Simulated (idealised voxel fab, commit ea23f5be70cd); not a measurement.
The name of this process module is voxel self aligned contacts.
The width of the displayed cross-section, cut, is 210 nm; its cells are square, with a size of 5 nm.
Cross-section, as written here: a square-cell grid given band by band from the top down, where a band holds one or more rows of cells.
Within each band entry, the heights of the top and of the bottom of the band appear first, in that order and in nm; the materials of the band then follow from left to right, each with its corresponding width in nm. The designation "edge to edge" on a single material indicates that it fills the band from edge to edge; the designation "air" indicates empty space.
For the purposes of this specification, 0 denotes the height below which the wafer in its as-received condition is composed wholly of one material, and the lowermost band, lacking a lower limit, extends downward without end, as expressed in "0 nm and below".
With a width like "30..40", each row of cells in the band differs from the next by the same amount, the top row carrying the first number and the bottom row the second.
No cell of the cross-section changed in a step that is given as "changes: none".
"Voids lacking openings" lists enclosed empty spaces (at least 8 cells, no open path upward to the top), each as width x height at distance from the left edge, in nm.
Past the settings on a step's line: simulator remark, on that step.
The setting "overlay nm" may be written on the line of a step. When the step uses a mask, the value reports how far to the right of the planned place the mask lay, and a negative value reports that it lay to the left.
Here's what the planned process steps look like:
1,RECEIVE [material Si]
2,CONFORMAL_DEP [material SiO2] [thk nm 5]
3,DIRECTIONAL_DEP [material polySi] [thk nm 30]
4,DIRECTIONAL_DEP [material SiN] [thk nm 20]
5,PATTERN [tone cover] [mask id GATE] [material resist] [width nm 25] [pitch nm 50] [thk nm 15] [overlay nm 0]
6,DIRECTIONAL_ETCH [etch materials SiN] [depth nm 20]
7,DIRECTIONAL_ETCH [etch materials polySi] [depth nm 30]
8,STRIP [etch materials resist]
9,CONFORMAL_DEP [material SiN] [thk nm 5]
10,DIRECTIONAL_ETCH [etch materials SiN] [depth nm 5]
11,FILL_DEP [material SiO2] [thk nm 10]
12,CMP [height nm 60]
13,PATTERN [tone open] [mask id CONTACT] [material resist] [width nm 35] [thk nm 15] [overlay nm 0]
14,DIRECTIONAL_ETCH [etch materials SiO2] [depth nm 60]
15,STRIP [etch materials resist]
16,CONFORMAL_DEP [material TiN] [thk nm 5]
17,FILL_DEP [material Ru] [thk nm 5]
18,CMP [height nm 60]
19,CONFORMAL_DEP [material SiN] [thk nm 5]
Wafer as received: cross-section following step 1:
0 nm and below: Si edge to edge
Voids lacking openings: none
Cross-section, end of module. Start: as above. Plan: as above. Execution: one mistake:
65 nm to 60 nm: SiN edge to edge
60 nm to 55 nm: SiO2: 80, then TiN: 20, then Ru: 5, then TiN: 20, then SiO2: 85
55 nm to 35 nm: SiO2: 60, then SiN: 35, then TiN: 5, then Ru: 5, then TiN: 5, then SiN: 35, then SiO2: 65
35 nm to 5 nm: SiO2: 60, then SiN: 5, then polySi: 25, then SiN: 5, then TiN: 5, then Ru: 5, then TiN: 5, then SiN: 5, then polySi: 25, then SiN: 5, then SiO2: 65
5 nm to 0 nm: SiO2: 95, then TiN: 15, then SiO2: 100
0 nm and below: Si edge to edge
Voids lacking openings: none
What broke from the plan during processing? step 13 was processed under conditions differing from the plan, specifically as PATTERN [tone open] [mask id CONTACT] [material resist] [width nm 45] [thk nm 15] [overlay nm 0]
